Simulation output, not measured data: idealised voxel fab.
Process module heading - voxel gate over fins
This is section cut - it's 205 nm across, gridded in 5 nm square cells.
Heads up, the way a cross-section reads in here is a grid of square cells, handed over as bands from the top down, with every band being one or more rows of cells. Band: top and bottom heights (nm) first, top before bottom; then materials from left to right, widths in nm. "edge to edge" marks a sole material filling the band edge to edge. "blank" denotes empty space. Height is counted from the level 0, under which the received wafer is composed throughout of one material. The lowest of the bands is not closed at the bottom but continues downward, in the notation "from 0 down". Quick explanation for "30..40": the width changes in equal steps down the rows of cells, from the first number in the band's top row to the second number in its bottom row. "no change occurred" after a step means that no cell of the cross-section changed. The label "Closed void register" introduces a list of the empty spaces, 8 cells or larger, that have no open way up to the top; each entry in it reads width x height at distance, where the distance is taken from the left edge and all three are stated in nm. The remark found on a step's line after its settings is issued by the simulator itself and pertains to that step. For masked steps, "overlay nm" on the step line gives how far right of plan the mask actually lay; a minus sign means it lay to the left.
**Steps planned for the process**
- 1: RECEIVE | material Si
- 2: CONFORMAL_DEP | material SiN | thk nm 5
- 3: MASKED_ETCH | tone cover | mask id FINS | width nm 15 | pitch nm 40 | etch materials SiN | depth nm 5 | overlay nm 0
- 4: MASKED_ETCH | tone cover | mask id FINS | width nm 15 | pitch nm 40 | etch materials Si | depth nm 40 | overlay nm 0
- 5: OXIDIZE | depth nm 5
- 6: FILL_DEP | material SiO2 | thk nm 5
- 7: CMP | height nm 5
- 8: SELECTIVE_ETCH | etch materials SiO2 | depth nm 15
- 9: STRIP | etch materials SiN
- 10: CONFORMAL_DEP | material HfO2 | thk nm 5
- 11: CONFORMAL_DEP | material TiN | thk nm 5
- 12: FILL_DEP | material W | thk nm 15
- 13: CMP | height nm 20
- 14: CONFORMAL_DEP | material SiCN | thk nm 10
**The first of the two wafers, which ran as planned**
**Cross-section of the wafer at receipt, which is the condition after step 1**
- from 0 down: Si edge to edge
- Closed void register: none
**Cross-sectional representation of the wafer at the conclusion of step 2**
- from 5 to 0: SiN edge to edge
- Under the height 0 nothing was changed.
**Cross-sectional representation of the wafer at the conclusion of step 3**
- from 5 to 0: blank 75 nm, SiN 15 nm, blank 25 nm, SiN 15 nm, blank 75 nm
- Under the height 0 nothing was changed.
**Cross-sectional representation of the wafer at the conclusion of step 4**
- from 5 to 0: blank 75 nm, SiN 15 nm, blank 25 nm, SiN 15 nm, blank 75 nm
- from 0 to -40: blank 75 nm, Si 15 nm, blank 25 nm, Si 15 nm, blank 75 nm
- Under the height -40 nothing was changed.
**Cross-sectional representation of the wafer at the conclusion of step 5**
- from 5 to 0: blank 75 nm, SiN 15 nm, blank 25 nm, SiN 15 nm, blank 75 nm
- from 0 to -40: blank 75 nm, SiO2 5 nm, Si 5 nm, SiO2 5 nm, blank 25 nm, SiO2 5 nm, Si 5 nm, SiO2 5 nm, blank 75 nm
- from -40 to -45: SiO2 80 nm, Si 5 nm, SiO2 35 nm, Si 5 nm, SiO2 80 nm
- Under the height -45 nothing was changed.
**Cross-sectional representation of the wafer at the conclusion of step 6**
- from 10 to 5: SiO2 edge to edge
- from 5 to 0: SiO2 75 nm, SiN 15 nm, SiO2 25 nm, SiN 15 nm, SiO2 75 nm
- from 0 to -45: SiO2 80 nm, Si 5 nm, SiO2 35 nm, Si 5 nm, SiO2 80 nm
- Under the height -45 nothing was changed.
**Cross-sectional representation of the wafer at the conclusion of step 7**
- from 5 to 0: SiO2 75 nm, SiN 15 nm, SiO2 25 nm, SiN 15 nm, SiO2 75 nm
- Under the height 0 nothing was changed.
**Cross-sectional representation of the wafer at the conclusion of step 8**
- from 5 to 0: blank 75 nm, SiN 15 nm, blank 25 nm, SiN 15 nm, blank 75 nm
- from 0 to -10: blank 80 nm, Si 5 nm, blank 35 nm, Si 5 nm, blank 80 nm
- Under the height -10 nothing was changed.
**Cross-sectional representation of the wafer at the conclusion of step 9**
- from 0 to -10: blank 80 nm, Si 5 nm, blank 35 nm, Si 5 nm, blank 80 nm
- Under the height -10 nothing was changed.
**Cross-sectional representation of the wafer at the conclusion of step 10**
- from 5 to 0: blank 75 nm, HfO2 15 nm, blank 25 nm, HfO2 15 nm, blank 75 nm
- from 0 to -5: blank 75 nm, HfO2 5 nm, Si 5 nm, HfO2 5 nm, blank 25 nm, HfO2 5 nm, Si 5 nm, HfO2 5 nm, blank 75 nm
- from -5 to -10: HfO2 80 nm, Si 5 nm, HfO2 35 nm, Si 5 nm, HfO2 80 nm
- Under the height -10 nothing was changed.
**Cross-sectional representation of the wafer at the conclusion of step 11**
- from 10 to 5: blank 70 nm, TiN 25 nm, blank 15 nm, TiN 25 nm, blank 70 nm
- from 5 to 0: blank 70 nm, TiN 5 nm, HfO2 15 nm, TiN 5 nm, blank 15 nm, TiN 5 nm, HfO2 15 nm, TiN 5 nm, blank 70 nm
- from 0 to -5: TiN 75 nm, HfO2 5 nm, Si 5 nm, HfO2 5 nm, TiN 25 nm, HfO2 5 nm, Si 5 nm, HfO2 5 nm, TiN 75 nm
- Under the height -5 nothing was changed.
**Cross-sectional representation of the wafer at the conclusion of step 12**
- from 25 to 10: W edge to edge
- from 10 to 5: W 70 nm, TiN 25 nm, W 15 nm, TiN 25 nm, W 70 nm
- from 5 to 0: W 70 nm, TiN 5 nm, HfO2 15 nm, TiN 5 nm, W 15 nm, TiN 5 nm, HfO2 15 nm, TiN 5 nm, W 70 nm
- Under the height 0 nothing was changed.
**Cross-sectional representation of the wafer at the conclusion of step 13**
- from 20 to 10: W edge to edge
- Under the height 10 nothing was changed.
**Cross-sectional representation of the wafer at the conclusion of step 14**
- from 30 to 20: SiCN edge to edge
- Under the height 20 nothing was changed.
**What follows concerns the second wafer, which started out like the first and was meant to follow the very same plan; one mistake crept in when it was run, but everything up to and including step 7 is the same as for the first wafer**
**The second wafer cut through, at the time step 8 was supposed to be finished**
- from 5 to 0: blank 75 nm, SiN 15 nm, blank 25 nm, SiN 15 nm, blank 75 nm
- from 0 to -20: blank 80 nm, Si 5 nm, blank 35 nm, Si 5 nm, blank 80 nm
- Under the height -20 nothing was changed.
**The second wafer cut through, at the time step 9 was supposed to be finished**
- from 0 to -20: blank 80 nm, Si 5 nm, blank 35 nm, Si 5 nm, blank 80 nm
- Under the height -20 nothing was changed.
**The second wafer cut through, at the time step 10 was supposed to be finished**
- from 5 to 0: blank 75 nm, HfO2 15 nm, blank 25 nm, HfO2 15 nm, blank 75 nm
- from 0 to -15: blank 75 nm, HfO2 5 nm, Si 5 nm, HfO2 5 nm, blank 25 nm, HfO2 5 nm, Si 5 nm, HfO2 5 nm, blank 75 nm
- from -15 to -20: HfO2 80 nm, Si 5 nm, HfO2 35 nm, Si 5 nm, HfO2 80 nm
- Under the height -20 nothing was changed.
**The second wafer cut through, at the time step 11 was supposed to be finished**
- from 10 to 5: blank 70 nm, TiN 25 nm, blank 15 nm, TiN 25 nm, blank 70 nm
- from 5 to 0: blank 70 nm, TiN 5 nm, HfO2 15 nm, TiN 5 nm, blank 15 nm, TiN 5 nm, HfO2 15 nm, TiN 5 nm, blank 70 nm
- from 0 to -10: blank 70 nm, TiN 5 nm, HfO2 5 nm, Si 5 nm, HfO2 5 nm, TiN 5 nm, blank 15 nm, TiN 5 nm, HfO2 5 nm, Si 5 nm, HfO2 5 nm, TiN 5 nm, blank 70 nm
- from -10 to -15: TiN 75 nm, HfO2 5 nm, Si 5 nm, HfO2 5 nm, TiN 25 nm, HfO2 5 nm, Si 5 nm, HfO2 5 nm, TiN 75 nm
- Under the height -15 nothing was changed.
**The second wafer cut through, at the time step 12 was supposed to be finished**
- from 25 to 10: W edge to edge
- from 10 to 5: W 70 nm, TiN 25 nm, W 15 nm, TiN 25 nm, W 70 nm
- from 5 to 0: W 70 nm, TiN 5 nm, HfO2 15 nm, TiN 5 nm, W 15 nm, TiN 5 nm, HfO2 15 nm, TiN 5 nm, W 70 nm
- from 0 to -10: W 70 nm, TiN 5 nm, HfO2 5 nm, Si 5 nm, HfO2 5 nm, TiN 5 nm, W 15 nm, TiN 5 nm, HfO2 5 nm, Si 5 nm, HfO2 5 nm, TiN 5 nm, W 70 nm
- Under the height -10 nothing was changed.
**The second wafer cut through, at the time step 13 was supposed to be finished**
- from 20 to 10: W edge to edge
- Under the height 10 nothing was changed.
**The second wafer cut through, at the time step 14 was supposed to be finished**
- from 30 to 20: SiCN edge to edge
- Under the height 20 nothing was changed.
Plan not followed: step 8 went in with a setting other than planned; the actual run was SELECTIVE_ETCH | etch materials SiO2 | depth nm 25
End of process, cell counts, second wafer against first, materials with more or fewer: HfO2: 8 more | SiO2: 78 fewer | TiN: 8 more | W: 62 more
